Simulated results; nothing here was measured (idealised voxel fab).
process module | voxel transistor to metal
cross-section cut | 155 nm wide | cells 5 nm
A cross-section is a grid of square cells, given in bands from the top down. A band is one or more rows of cells.
Each band's line starts with the height of the band's top and of its bottom, in nm. Then come its materials from left to right, each with its width in nm. One material with "throughout" fills the band from edge to edge. "air" is empty space.
Height 0 is the level under which the wafer as received is all one material. The lowest band goes on downwards, as in "0 down".
A width such as "30 to 40" changes by the same amount from each row of cells to the next, from the band's top row to its bottom row.
"no change" after a step means that no cell of the cross-section changed.
closed voids: empty space of 8 cells or more with no open way to the top, each as width x height at its distance from the left edge, in nm
after a step's settings: what the simulator itself notes on the step
overlay nm, on a step with a mask: how far to the right of its planned place the mask lay; to the left if negative
Each pair below shows a cross-section before one step and the cross-section after it, down to the lowest band that changed. The line under each pair gives the step between them, with its settings. The pairs can come from different runs of this module on the same starting wafer, so a pair continues from the pair above only where its "before" says so.
before
  110 to 85: lowk 35 | air 15 | lowk 50 | air 15 | lowk 40
  85 to 80: SiCN 35 | air 15 | SiCN 50 | air 15 | SiCN 40
  80 to 60: SiO2 35 | Ru 15 | SiO2 50 | Ru 15 | SiO2 40
  60 to 55: SiO2 35 | TiN 15 | SiO2 50 | TiN 15 | SiO2 40
  55 to 45: SiO2 35 | TiN 5 | W 5 | TiN 5 | SiO2 50 | TiN 5 | W 5 | TiN 5 | SiO2 40
  45 to 30: SiO2 35 | TiN 5 | W 5 | TiN 5 | SiO2 5 | SiN 10 | SiCN 20 | SiN 10 | SiO2 5 | TiN 5 | W 5 | TiN 5 | SiO2 40
  30 to 5: SiO2 35 | TiN 5 | W 5 | TiN 5 | SiO2 5 | SiN 10 | polySi 20 | SiN 10 | SiO2 5 | TiN 5 | W 5 | TiN 5 | SiO2 40
  5 to 0: SiO2 20 | SiN 10 | SiO2 5 | TiN 15 | SiO2 5 | SiN 10 | polySi 20 | SiN 10 | SiO2 5 | TiN 15 | SiO2 5 | SiN 10 | SiO2 25
  0 to -5: SiO2 20 | SiN 10 | SiGe 25 | SiO2 40 | SiGe 25 | SiN 10 | SiO2 25
  -5 to -10: SiO2 35 | Si 80 | SiO2 40
  -10 to -30: SiO2 30 | Si 90 | SiO2 35
  -30 down: Si throughout
  closed voids: none
after
  115 to 110: TiN 40 | air 5 | TiN 60 | air 5 | TiN 45
  110 to 85: lowk 35 | TiN 5 | air 5 | TiN 5 | lowk 50 | TiN 5 | air 5 | TiN 5 | lowk 40
  85 to 80: SiCN 35 | TiN 15 | SiCN 50 | TiN 15 | SiCN 40
  below 80: unchanged
  closed voids: none
the step between: op CONFORMAL_DEP | material TiN | thk nm 5
before: the cross-section after the pair above
after
  125 to 115: Cu throughout
  115 to 110: TiN 40 | Cu 5 | TiN 60 | Cu 5 | TiN 45
  110 to 85: lowk 35 | TiN 5 | Cu 5 | TiN 5 | lowk 50 | TiN 5 | Cu 5 | TiN 5 | lowk 40
  below 85: unchanged
  closed voids: none
the step between: op FILL_DEP | material Cu | thk nm 10
before: the cross-section after the pair above
after
  110 to 85: lowk 35 | TiN 5 | Cu 5 | TiN 5 | lowk 50 | TiN 5 | Cu 5 | TiN 5 | lowk 40
  below 85: unchanged
  closed voids: none
the step between: op CMP | height nm 110
before: the cross-section after the pair above
after
  115 to 110: SiN throughout
  below 110: unchanged
  closed voids: none
the step between: op CONFORMAL_DEP | material SiN | thk nm 5
before
  35 to 15: air 25 | resist 100 | air 30
  15 to 5: air 25 | SiN 100 | air 30
  5 to 0: air 25 | SiO2 100 | air 30
  0 to -25: air 25 | Si 100 | air 30
  -25 down: Si throughout
  closed voids: none
after
  35 to 15: air 25 | resist 100 | air 30
  15 to 5: air 25 | SiN 100 | air 30
  5 to 0: air 25 | SiO2 100 | air 30
  0 to -50: air 25 | Si 100 | air 30
  below -50: unchanged
  closed voids: none
the step between: op DIRECTIONAL_ETCH | etch materials Si | depth nm 25
before: the cross-section after the pair above
after
  15 to 5: air 25 | SiN 100 | air 30
  below 5: unchanged
  closed voids: none
the step between: op STRIP | etch materials resist
before: the cross-section after the pair above
after
  15 to 5: air 25 | SiN 100 | air 30
  5 to 0: air 25 | SiO2 100 | air 30
  0 to -50: air 25 | SiO2 5 | Si 90 | SiO2 5 | air 30
  -50 to -55: SiO2 30 | Si 90 | SiO2 35
  below -55: unchanged
  closed voids: none
the step between: op OXIDIZE | depth nm 5
before: the cross-section after the pair above
after
  20 to 15: SiO2 throughout
  15 to 5: SiO2 25 | SiN 100 | SiO2 30
  5 to 0: SiO2 throughout
  0 to -55: SiO2 30 | Si 90 | SiO2 35
  below -55: unchanged
  closed voids: none
the step between: op FILL_DEP | material SiO2 | thk nm 5
before: the cross-section after the pair above
after
  15 to 5: SiO2 25 | SiN 100 | SiO2 30
  below 5: unchanged
  closed voids: none
the step between: op CMP | height nm 15
before: the cross-section after the pair above
after
  15 to 10: air 25 | SiN 100 | air 30
  below 10: unchanged
  closed voids: none
the step between: op SELECTIVE_ETCH | etch materials SiO2 | depth nm 5
before: the cross-section after the pair above
after
  10 to 5: SiO2 25 | air 100 | SiO2 30
  below 5: unchanged
  closed voids: none
the step between: op STRIP | etch materials SiN
before: the cross-section after the pair above
after
  5 to 0: SiO2 20 | air 110 | SiO2 25
  below 0: unchanged
  closed voids: none
the step between: op SELECTIVE_ETCH | etch materials SiO2 | depth nm 5
before: the cross-section after the pair above
after
  5 to 0: SiO2 20 | air 110 | SiO2 25
  0 to -5: SiO2 throughout
  below -5: unchanged
  closed voids: none
the step between: op OXIDIZE | depth nm 5
before: the cross-section after the pair above
after
  35 to 30: polySi 20 | air 110 | polySi 25
  30 to 5: polySi throughout
  5 to 0: SiO2 20 | polySi 110 | SiO2 25
  below 0: unchanged
  closed voids: none
the step between: op DIRECTIONAL_DEP | material polySi | thk nm 30
before: the cross-section after the pair above
after
  50 to 45: SiCN 20 | air 110 | SiCN 25
  45 to 35: SiCN throughout
  35 to 30: polySi 20 | SiCN 110 | polySi 25
  below 30: unchanged
  closed voids: none
the step between: op DIRECTIONAL_DEP | material SiCN | thk nm 15
before: the cross-section after the pair above
after
  45 to 35: air 65 | SiCN 20 | air 70
  35 to 30: polySi 20 | air 45 | SiCN 20 | air 45 | polySi 25
  below 30: unchanged
  closed voids: none
the step between: op MASKED_ETCH | tone cover | mask id GATE | width nm 20 | etch materials SiCN | depth nm 25 | overlay nm 0
before: the cross-section after the pair above
after
  45 to 30: air 65 | SiCN 20 | air 70
  30 to 5: air 65 | polySi 20 | air 70
  5 to 0: SiO2 20 | air 45 | polySi 20 | air 45 | SiO2 25
  below 0: unchanged
  closed voids: none
the step between: op MASKED_ETCH | tone cover | mask id GATE | width nm 20 | etch materials polySi | depth nm 40 | overlay nm 0
before: the cross-section after the pair above
after
  55 to 45: air 55 | SiN 40 | air 60
  45 to 30: air 55 | SiN 10 | SiCN 20 | SiN 10 | air 60
  30 to 15: air 55 | SiN 10 | polySi 20 | SiN 10 | air 60
  15 to 10: SiN 30 | air 25 | SiN 10 | polySi 20 | SiN 10 | air 25 | SiN 35
  10 to 5: SiN 65 | polySi 20 | SiN 70
  5 to 0: SiO2 20 | SiN 45 | polySi 20 | SiN 45 | SiO2 25
  below 0: unchanged
  closed voids: none
the step between: op CONFORMAL_DEP | material SiN | thk nm 10
before: the cross-section after the pair above
after
  45 to 30: air 55 | SiN 10 | SiCN 20 | SiN 10 | air 60
  30 to 5: air 55 | SiN 10 | polySi 20 | SiN 10 | air 60
  5 to 0: SiO2 20 | SiN 10 | air 25 | SiN 10 | polySi 20 | SiN 10 | air 25 | SiN 10 | SiO2 25
  below 0: unchanged
  closed voids: none
the step between: op DIRECTIONAL_ETCH | etch materials SiN | depth nm 10
before: the cross-section after the pair above
after
  45 to 30: air 55 | SiN 10 | SiCN 20 | SiN 10 | air 60
  30 to 5: air 55 | SiN 10 | polySi 20 | SiN 10 | air 60
  5 to 0: air 20 | SiN 10 | air 25 | SiN 10 | polySi 20 | SiN 10 | air 25 | SiN 10 | air 25
  0 to -5: SiO2 30 | air 25 | SiO2 40 | air 25 | SiO2 35
  below -5: unchanged
  closed voids: none
the step between: op DIRECTIONAL_ETCH | etch materials SiO2 | depth nm 5
before: the cross-section after the pair above
after
  45 to 30: air 55 | SiN 10 | SiCN 20 | SiN 10 | air 60
  30 to 5: air 55 | SiN 10 | polySi 20 | SiN 10 | air 60
  5 to 0: air 20 | SiN 10 | air 25 | SiN 10 | polySi 20 | SiN 10 | air 25 | SiN 10 | air 25
  0 to -5: SiO2 30 | SiGe 25 | SiO2 40 | SiGe 25 | SiO2 35
  below -5: unchanged
  closed voids: none
the step between: op EPI | material SiGe | thk nm 5
before: the cross-section after the pair above
after
  55 to 45: SiO2 throughout
  45 to 30: SiO2 55 | SiN 10 | SiCN 20 | SiN 10 | SiO2 60
  30 to 5: SiO2 55 | SiN 10 | polySi 20 | SiN 10 | SiO2 60
  5 to 0: SiO2 20 | SiN 10 | SiO2 25 | SiN 10 | polySi 20 | SiN 10 | SiO2 25 | SiN 10 | SiO2 25
  below 0: unchanged
  closed voids: none
the step between: op FILL_DEP | material SiO2 | thk nm 10
before: the cross-section after the pair above
after
  45 to 30: SiO2 55 | SiN 10 | SiCN 20 | SiN 10 | SiO2 60
  below 30: unchanged
  closed voids: none
the step between: op CMP | height nm 45
before: the cross-section after the pair above
after
  55 to 45: SiO2 throughout
  below 45: unchanged
  closed voids: none
the step between: op DIRECTIONAL_DEP | material SiO2 | thk nm 10
before: the cross-section after the pair above
after
  75 to 55: resist 35 | air 15 | resist 50 | air 15 | resist 40
  below 55: unchanged
  closed voids: none
the step between: op PATTERN | tone open | mask id CONTACT | material resist | width nm 15 | pitch nm 65 | thk nm 20 | overlay nm 0
before: the cross-section after the pair above
after
  75 to 55: resist 35 | air 15 | resist 50 | air 15 | resist 40
  55 to 45: SiO2 35 | air 15 | SiO2 50 | air 15 | SiO2 40
  45 to 30: SiO2 35 | air 15 | SiO2 5 | SiN 10 | SiCN 20 | SiN 10 | SiO2 5 | air 15 | SiO2 40
  30 to 5: SiO2 35 | air 15 | SiO2 5 | SiN 10 | polySi 20 | SiN 10 | SiO2 5 | air 15 | SiO2 40
  5 to 0: SiO2 20 | SiN 10 | SiO2 5 | air 15 | SiO2 5 | SiN 10 | polySi 20 | SiN 10 | SiO2 5 | air 15 | SiO2 5 | SiN 10 | SiO2 25
  below 0: unchanged
  closed voids: none
the step between: op DIRECTIONAL_ETCH | etch materials SiO2 | depth nm 55
before: the cross-section after the pair above
after
  55 to 45: SiO2 35 | air 15 | SiO2 50 | air 15 | SiO2 40
  below 45: unchanged
  closed voids: none
the step between: op STRIP | etch materials resist
before: the cross-section after the pair above
after
  60 to 55: TiN 40 | air 5 | TiN 60 | air 5 | TiN 45
  55 to 45: SiO2 35 | TiN 5 | air 5 | TiN 5 | SiO2 50 | TiN 5 | air 5 | TiN 5 | SiO2 40
  45 to 30: SiO2 35 | TiN 5 | air 5 | TiN 5 | SiO2 5 | SiN 10 | SiCN 20 | SiN 10 | SiO2 5 | TiN 5 | air 5 | TiN 5 | SiO2 40
  30 to 5: SiO2 35 | TiN 5 | air 5 | TiN 5 | SiO2 5 | SiN 10 | polySi 20 | SiN 10 | SiO2 5 | TiN 5 | air 5 | TiN 5 | SiO2 40
  5 to 0: SiO2 20 | SiN 10 | SiO2 5 | TiN 15 | SiO2 5 | SiN 10 | polySi 20 | SiN 10 | SiO2 5 | TiN 15 | SiO2 5 | SiN 10 | SiO2 25
  below 0: unchanged
  closed voids: none
the step between: op CONFORMAL_DEP | material TiN | thk nm 5
before: the cross-section after the pair above
after
  65 to 60: W throughout
  60 to 55: TiN 40 | W 5 | TiN 60 | W 5 | TiN 45
  55 to 45: SiO2 35 | TiN 5 | W 5 | TiN 5 | SiO2 50 | TiN 5 | W 5 | TiN 5 | SiO2 40
  45 to 30: SiO2 35 | TiN 5 | W 5 | TiN 5 | SiO2 5 | SiN 10 | SiCN 20 | SiN 10 | SiO2 5 | TiN 5 | W 5 | TiN 5 | SiO2 40
  30 to 5: SiO2 35 | TiN 5 | W 5 | TiN 5 | SiO2 5 | SiN 10 | polySi 20 | SiN 10 | SiO2 5 | TiN 5 | W 5 | TiN 5 | SiO2 40
  below 5: unchanged
  closed voids: none
the step between: op FILL_DEP | material W | thk nm 5
before: the cross-section after the pair above
after
  55 to 45: SiO2 35 | TiN 5 | W 5 | TiN 5 | SiO2 50 | TiN 5 | W 5 | TiN 5 | SiO2 40
  below 45: unchanged
  closed voids: none
the step between: op CMP | height nm 55
before: the cross-section after the pair above
after
  60 to 55: TiN throughout
  below 55: unchanged
  closed voids: none
the step between: op DIRECTIONAL_DEP | material TiN | thk nm 5
before: the cross-section after the pair above
after
  80 to 60: Ru throughout
  below 60: unchanged
  closed voids: none
the step between: op DIRECTIONAL_DEP | material Ru | thk nm 20
before: the cross-section after the pair above
after
  100 to 80: air 35 | resist 15 | air 50 | resist 15 | air 40
  below 80: unchanged
  closed voids: none
the step between: op PATTERN | tone cover | mask id METAL_1 | material resist | width nm 15 | pitch nm 65 | thk nm 20 | overlay nm 0
before: the cross-section after the pair above
after
  100 to 80: air 35 | resist 15 | air 50 | resist 15 | air 40
  80 to 60: air 35 | Ru 15 | air 50 | Ru 15 | air 40
  below 60: unchanged
  closed voids: none
the step between: op DIRECTIONAL_ETCH | etch materials Ru | depth nm 20
before: the cross-section after the pair above
after
  100 to 80: air 35 | resist 15 | air 50 | resist 15 | air 40
  80 to 60: air 35 | Ru 15 | air 50 | Ru 15 | air 40
  60 to 55: air 35 | TiN 15 | air 50 | TiN 15 | air 40
  below 55: unchanged
  closed voids: none
the step between: op DIRECTIONAL_ETCH | etch materials TiN | depth nm 5
before: the cross-section after the pair above
after
  80 to 60: air 35 | Ru 15 | air 50 | Ru 15 | air 40
  below 60: unchanged
  closed voids: none
the step between: op STRIP | etch materials resist
before: the cross-section after the pair above
after
  90 to 80: SiO2 throughout
  80 to 60: SiO2 35 | Ru 15 | SiO2 50 | Ru 15 | SiO2 40
  60 to 55: SiO2 35 | TiN 15 | SiO2 50 | TiN 15 | SiO2 40
  below 55: unchanged
  closed voids: none
the step between: op FILL_DEP | material SiO2 | thk nm 10
before: the cross-section after the pair above
after
  80 to 60: SiO2 35 | Ru 15 | SiO2 50 | Ru 15 | SiO2 40
  below 60: unchanged
  closed voids: none
the step between: op CMP | height nm 80
before: the cross-section after the pair above
after
  85 to 80: SiCN throughout
  below 80: unchanged
  closed voids: none
the step between: op CONFORMAL_DEP | material SiCN | thk nm 5
before: the cross-section after the pair above
after
  110 to 85: lowk throughout
  below 85: unchanged
  closed voids: none
the step between: op DIRECTIONAL_DEP | material lowk | thk nm 25
before: the cross-section after the pair above
after
  120 to 110: aC throughout
  below 110: unchanged
  closed voids: none
the step between: op DIRECTIONAL_DEP | material aC | thk nm 10
before: the cross-section after the pair above
after
  150 to 120: resist 35 | air 15 | resist 50 | air 15 | resist 40
  below 120: unchanged
  closed voids: none
the step between: op PATTERN | tone open | mask id METAL_2 | material resist | width nm 15 | pitch nm 65 | thk nm 30 | overlay nm 0
before: the cross-section after the pair above
after
  140 to 120: resist 35 | air 15 | resist 50 | air 15 | resist 40
  120 to 110: aC 35 | air 15 | aC 50 | air 15 | aC 40
  below 110: unchanged
  closed voids: none
the step between: op DIRECTIONAL_ETCH | etch materials aC | depth nm 10
before: the cross-section after the pair above
after
  120 to 110: aC 35 | air 15 | aC 50 | air 15 | aC 40
  below 110: unchanged
  closed voids: none
the step between: op STRIP | etch materials resist
before: the cross-section after the pair above
after
  120 to 110: aC 35 | air 15 | aC 50 | air 15 | aC 40
  110 to 95: lowk 35 | air 15 | lowk 50 | air 15 | lowk 40
  below 95: unchanged
  closed voids: none
the step between: op DIRECTIONAL_ETCH | etch materials lowk | depth nm 15
before: the cross-section after the pair above
after
  110 to 95: lowk 35 | air 15 | lowk 50 | air 15 | lowk 40
  below 95: unchanged
  closed voids: none
the step between: op STRIP | etch materials aC
before: the cross-section after the pair above
after
  110 to 85: lowk 35 | air 15 | lowk 50 | air 15 | lowk 40
  below 85: unchanged
  closed voids: none
the step between: op MASKED_ETCH | tone open | mask id METAL_2_HOLES | width nm 15 | pitch nm 65 | etch materials lowk | depth nm 10 | overlay nm 0
before: the cross-section after the pair above
after
  110 to 85: lowk 35 | air 15 | lowk 50 | air 15 | lowk 40
  85 to 80: SiCN 35 | air 15 | SiCN 50 | air 15 | SiCN 40
  below 80: unchanged
  closed voids: none
the step between: op MASKED_ETCH | tone open | mask id METAL_2_HOLES | width nm 15 | pitch nm 65 | etch materials SiCN | depth nm 5 | overlay nm 0
before: the cross-section after the pair above
after
  115 to 110: TiN 40 | air 5 | TiN 60 | air 5 | TiN 45
  110 to 85: lowk 35 | TiN 5 | air 5 | TiN 5 | lowk 50 | TiN 5 | air 5 | TiN 5 | lowk 40
  85 to 80: SiCN 35 | TiN 15 | SiCN 50 | TiN 15 | SiCN 40
  below 80: unchanged
  closed voids: none
the step between: op CONFORMAL_DEP | material TiN | thk nm 5
before: the cross-section after the pair above
after
  125 to 115: Cu throughout
  115 to 110: TiN 40 | Cu 5 | TiN 60 | Cu 5 | TiN 45
  110 to 85: lowk 35 | TiN 5 | Cu 5 | TiN 5 | lowk 50 | TiN 5 | Cu 5 | TiN 5 | lowk 40
  below 85: unchanged
  closed voids: none
the step between: op FILL_DEP | material Cu | thk nm 10
before: the cross-section after the pair above
after
  110 to 85: lowk 35 | TiN 5 | Cu 5 | TiN 5 | lowk 50 | TiN 5 | Cu 5 | TiN 5 | lowk 40
  below 85: unchanged
  closed voids: none
the step between: op CMP | height nm 110
before: the cross-section after the pair above
after
  115 to 110: SiN throughout
  below 110: unchanged
  closed voids: none
the step between: op CONFORMAL_DEP | material SiN | thk nm 5
before
  15 to 10: air 25 | SiN 100 | air 30
  10 to 5: SiO2 25 | SiN 100 | SiO2 30
  5 to 0: SiO2 throughout
  0 to -30: SiO2 30 | Si 90 | SiO2 35
  -30 down: Si throughout
  closed voids: none
after
  15 to 5: air 25 | SiN 100 | air 30
  below 5: unchanged
  closed voids: none
the step between: op SELECTIVE_ETCH | etch materials SiO2 | depth nm 5
before: the cross-section after the pair above
after
  5 to 0: SiO2 throughout
  below 0: unchanged
  closed voids: none
the step between: op STRIP | etch materials SiN
before: the cross-section after the pair above
after
  35 to 5: polySi throughout
  below 5: unchanged
  closed voids: none
the step between: op DIRECTIONAL_DEP | material polySi | thk nm 30
before: the cross-section after the pair above
after
  50 to 35: SiCN throughout
  below 35: unchanged
  closed voids: none
the step between: op DIRECTIONAL_DEP | material SiCN | thk nm 15
before: the cross-section after the pair above
after
  50 to 35: air 65 | SiCN 20 | air 70
  below 35: unchanged
  closed voids: none
the step between: op MASKED_ETCH | tone cover | mask id GATE | width nm 20 | etch materials SiCN | depth nm 25 | overlay nm 0
before: the cross-section after the pair above
after
  50 to 35: air 65 | SiCN 20 | air 70
  35 to 5: air 65 | polySi 20 | air 70
  below 5: unchanged
  closed voids: none
the step between: op MASKED_ETCH | tone cover | mask id GATE | width nm 20 | etch materials polySi | depth nm 40 | overlay nm 0
before: the cross-section after the pair above
after
  60 to 50: air 55 | SiN 40 | air 60
  50 to 35: air 55 | SiN 10 | SiCN 20 | SiN 10 | air 60
  35 to 15: air 55 | SiN 10 | polySi 20 | SiN 10 | air 60
  15 to 5: SiN 65 | polySi 20 | SiN 70
  below 5: unchanged
  closed voids: none
the step between: op CONFORMAL_DEP | material SiN | thk nm 10
before: the cross-section after the pair above
after
  50 to 35: air 55 | SiN 10 | SiCN 20 | SiN 10 | air 60
  35 to 5: air 55 | SiN 10 | polySi 20 | SiN 10 | air 60
  below 5: unchanged
  closed voids: none
the step between: op DIRECTIONAL_ETCH | etch materials SiN | depth nm 10
before: the cross-section after the pair above
after
  50 to 35: air 55 | SiN 10 | SiCN 20 | SiN 10 | air 60
  35 to 5: air 55 | SiN 10 | polySi 20 | SiN 10 | air 60
  5 to 0: air 55 | SiO2 40 | air 60
  below 0: unchanged
  closed voids: none
the step between: op DIRECTIONAL_ETCH | etch materials SiO2 | depth nm 5
before: the cross-section after the pair above
after
  50 to 35: air 55 | SiN 10 | SiCN 20 | SiN 10 | air 60
  35 to 5: air 55 | SiN 10 | polySi 20 | SiN 10 | air 60
  5 to 0: air 25 | SiGe 30 | SiO2 40 | SiGe 30 | air 30
  below 0: unchanged
  closed voids: none
the step between: op EPI | material SiGe | thk nm 5
before: the cross-section after the pair above
after
  60 to 50: SiO2 throughout
  50 to 35: SiO2 55 | SiN 10 | SiCN 20 | SiN 10 | SiO2 60
  35 to 5: SiO2 55 | SiN 10 | polySi 20 | SiN 10 | SiO2 60
  5 to 0: SiO2 25 | SiGe 30 | SiO2 40 | SiGe 30 | SiO2 30
  below 0: unchanged
  closed voids: none
the step between: op FILL_DEP | material SiO2 | thk nm 10
before: the cross-section after the pair above
after
  45 to 35: SiO2 55 | SiN 10 | SiCN 20 | SiN 10 | SiO2 60
  below 35: unchanged
  closed voids: none
the step between: op CMP | height nm 45
before: the cross-section after the pair above
after
  55 to 45: SiO2 throughout
  below 45: unchanged
  closed voids: none
the step between: op DIRECTIONAL_DEP | material SiO2 | thk nm 10
before: the cross-section after the pair above
after
  75 to 55: resist 35 | air 15 | resist 50 | air 15 | resist 40
  below 55: unchanged
  closed voids: none
the step between: op PATTERN | tone open | mask id CONTACT | material resist | width nm 15 | pitch nm 65 | thk nm 20 | overlay nm 0
before: the cross-section after the pair above
after
  75 to 55: resist 35 | air 15 | resist 50 | air 15 | resist 40
  55 to 45: SiO2 35 | air 15 | SiO2 50 | air 15 | SiO2 40
  45 to 35: SiO2 35 | air 15 | SiO2 5 | SiN 10 | SiCN 20 | SiN 10 | SiO2 5 | air 15 | SiO2 40
  35 to 5: SiO2 35 | air 15 | SiO2 5 | SiN 10 | polySi 20 | SiN 10 | SiO2 5 | air 15 | SiO2 40
  below 5: unchanged
  closed voids: none
the step between: op DIRECTIONAL_ETCH | etch materials SiO2 | depth nm 55
before: the cross-section after the pair above
after
  55 to 45: SiO2 35 | air 15 | SiO2 50 | air 15 | SiO2 40
  below 45: unchanged
  closed voids: none
the step between: op STRIP | etch materials resist
before: the cross-section after the pair above
after
  60 to 55: TiN 40 | air 5 | TiN 60 | air 5 | TiN 45
  55 to 45: SiO2 35 | TiN 5 | air 5 | TiN 5 | SiO2 50 | TiN 5 | air 5 | TiN 5 | SiO2 40
  45 to 35: SiO2 35 | TiN 5 | air 5 | TiN 5 | SiO2 5 | SiN 10 | SiCN 20 | SiN 10 | SiO2 5 | TiN 5 | air 5 | TiN 5 | SiO2 40
  35 to 10: SiO2 35 | TiN 5 | air 5 | TiN 5 | SiO2 5 | SiN 10 | polySi 20 | SiN 10 | SiO2 5 | TiN 5 | air 5 | TiN 5 | SiO2 40
  10 to 5: SiO2 35 | TiN 15 | SiO2 5 | SiN 10 | polySi 20 | SiN 10 | SiO2 5 | TiN 15 | SiO2 40
  below 5: unchanged
  closed voids: none
the step between: op CONFORMAL_DEP | material TiN | thk nm 5
before: the cross-section after the pair above
after
  65 to 60: W throughout
  60 to 55: TiN 40 | W 5 | TiN 60 | W 5 | TiN 45
  55 to 45: SiO2 35 | TiN 5 | W 5 | TiN 5 | SiO2 50 | TiN 5 | W 5 | TiN 5 | SiO2 40
  45 to 35: SiO2 35 | TiN 5 | W 5 | TiN 5 | SiO2 5 | SiN 10 | SiCN 20 | SiN 10 | SiO2 5 | TiN 5 | W 5 | TiN 5 | SiO2 40
  35 to 10: SiO2 35 | TiN 5 | W 5 | TiN 5 | SiO2 5 | SiN 10 | polySi 20 | SiN 10 | SiO2 5 | TiN 5 | W 5 | TiN 5 | SiO2 40
  below 10: unchanged
  closed voids: none
the step between: op FILL_DEP | material W | thk nm 5
before: the cross-section after the pair above
after
  55 to 45: SiO2 35 | TiN 5 | W 5 | TiN 5 | SiO2 50 | TiN 5 | W 5 | TiN 5 | SiO2 40
  below 45: unchanged
  closed voids: none
the step between: op CMP | height nm 55
before: the cross-section after the pair above
after
  60 to 55: TiN throughout
  below 55: unchanged
  closed voids: none
the step between: op DIRECTIONAL_DEP | material TiN | thk nm 5
before: the cross-section after the pair above
after
  80 to 60: Ru throughout
  below 60: unchanged
  closed voids: none
the step between: op DIRECTIONAL_DEP | material Ru | thk nm 20
before: the cross-section after the pair above
after
  100 to 80: air 35 | resist 15 | air 50 | resist 15 | air 40
  below 80: unchanged
  closed voids: none
the step between: op PATTERN | tone cover | mask id METAL_1 | material resist | width nm 15 | pitch nm 65 | thk nm 20 | overlay nm 0
before: the cross-section after the pair above
after
  100 to 80: air 35 | resist 15 | air 50 | resist 15 | air 40
  80 to 60: air 35 | Ru 15 | air 50 | Ru 15 | air 40
  below 60: unchanged
  closed voids: none
the step between: op DIRECTIONAL_ETCH | etch materials Ru | depth nm 20
before: the cross-section after the pair above
after
  100 to 80: air 35 | resist 15 | air 50 | resist 15 | air 40
  80 to 60: air 35 | Ru 15 | air 50 | Ru 15 | air 40
  60 to 55: air 35 | TiN 15 | air 50 | TiN 15 | air 40
  below 55: unchanged
  closed voids: none
the step between: op DIRECTIONAL_ETCH | etch materials TiN | depth nm 5
before: the cross-section after the pair above
after
  80 to 60: air 35 | Ru 15 | air 50 | Ru 15 | air 40
  below 60: unchanged
  closed voids: none
the step between: op STRIP | etch materials resist
before: the cross-section after the pair above
after
  90 to 80: SiO2 throughout
  80 to 60: SiO2 35 | Ru 15 | SiO2 50 | Ru 15 | SiO2 40
  60 to 55: SiO2 35 | TiN 15 | SiO2 50 | TiN 15 | SiO2 40
  below 55: unchanged
  closed voids: none
the step between: op FILL_DEP | material SiO2 | thk nm 10
before: the cross-section after the pair above
after
  80 to 60: SiO2 35 | Ru 15 | SiO2 50 | Ru 15 | SiO2 40
  below 60: unchanged
  closed voids: none
the step between: op CMP | height nm 80
before: the cross-section after the pair above
after
  85 to 80: SiCN throughout
  below 80: unchanged
  closed voids: none
the step between: op CONFORMAL_DEP | material SiCN | thk nm 5
before: the cross-section after the pair above
after
  110 to 85: lowk throughout
  below 85: unchanged
  closed voids: none
the step between: op DIRECTIONAL_DEP | material lowk | thk nm 25
before: the cross-section after the pair above
after
  120 to 110: aC throughout
  below 110: unchanged
  closed voids: none
the step between: op DIRECTIONAL_DEP | material aC | thk nm 10
before: the cross-section after the pair above
after
  150 to 120: resist 35 | air 15 | resist 50 | air 15 | resist 40
  below 120: unchanged
  closed voids: none
the step between: op PATTERN | tone open | mask id METAL_2 | material resist | width nm 15 | pitch nm 65 | thk nm 30 | overlay nm 0
before: the cross-section after the pair above
after
  140 to 120: resist 35 | air 15 | resist 50 | air 15 | resist 40
  120 to 110: aC 35 | air 15 | aC 50 | air 15 | aC 40
  below 110: unchanged
  closed voids: none
the step between: op DIRECTIONAL_ETCH | etch materials aC | depth nm 10
before: the cross-section after the pair above
after
  120 to 110: aC 35 | air 15 | aC 50 | air 15 | aC 40
  below 110: unchanged
  closed voids: none
the step between: op STRIP | etch materials resist
before: the cross-section after the pair above
after
  120 to 110: aC 35 | air 15 | aC 50 | air 15 | aC 40
  110 to 95: lowk 35 | air 15 | lowk 50 | air 15 | lowk 40
  below 95: unchanged
  closed voids: none
the step between: op DIRECTIONAL_ETCH | etch materials lowk | depth nm 15
before: the cross-section after the pair above
after
  110 to 95: lowk 35 | air 15 | lowk 50 | air 15 | lowk 40
  below 95: unchanged
  closed voids: none
the step between: op STRIP | etch materials aC
before: the cross-section after the pair above
after
  110 to 85: lowk 35 | air 15 | lowk 50 | air 15 | lowk 40
  below 85: unchanged
  closed voids: none
the step between: op MASKED_ETCH | tone open | mask id METAL_2_HOLES | width nm 15 | pitch nm 65 | etch materials lowk | depth nm 10 | overlay nm 0
before: the cross-section after the pair above
after
  110 to 85: lowk 35 | air 15 | lowk 50 | air 15 | lowk 40
  85 to 80: SiCN 35 | air 15 | SiCN 50 | air 15 | SiCN 40
  below 80: unchanged
  closed voids: none
the step between: op MASKED_ETCH | tone open | mask id METAL_2_HOLES | width nm 15 | pitch nm 65 | etch materials SiCN | depth nm 5 | overlay nm 0
before: the cross-section after the pair above
after
  115 to 110: TiN 40 | air 5 | TiN 60 | air 5 | TiN 45
  110 to 85: lowk 35 | TiN 5 | air 5 | TiN 5 | lowk 50 | TiN 5 | air 5 | TiN 5 | lowk 40
  85 to 80: SiCN 35 | TiN 15 | SiCN 50 | TiN 15 | SiCN 40
  below 80: unchanged
  closed voids: none
the step between: op CONFORMAL_DEP | material TiN | thk nm 5
before: the cross-section after the pair above
after
  125 to 115: Cu throughout
  115 to 110: TiN 40 | Cu 5 | TiN 60 | Cu 5 | TiN 45
  110 to 85: lowk 35 | TiN 5 | Cu 5 | TiN 5 | lowk 50 | TiN 5 | Cu 5 | TiN 5 | lowk 40
  below 85: unchanged
  closed voids: none
the step between: op FILL_DEP | material Cu | thk nm 10
before: the cross-section after the pair above
after
  110 to 85: lowk 35 | TiN 5 | Cu 5 | TiN 5 | lowk 50 | TiN 5 | Cu 5 | TiN 5 | lowk 40
  below 85: unchanged
  closed voids: none
the step between: op CMP | height nm 110
before: the cross-section after the pair above
after
  115 to 110: SiN throughout
  below 110: unchanged
  closed voids: none
the step between: op CONFORMAL_DEP | material SiN | thk nm 5
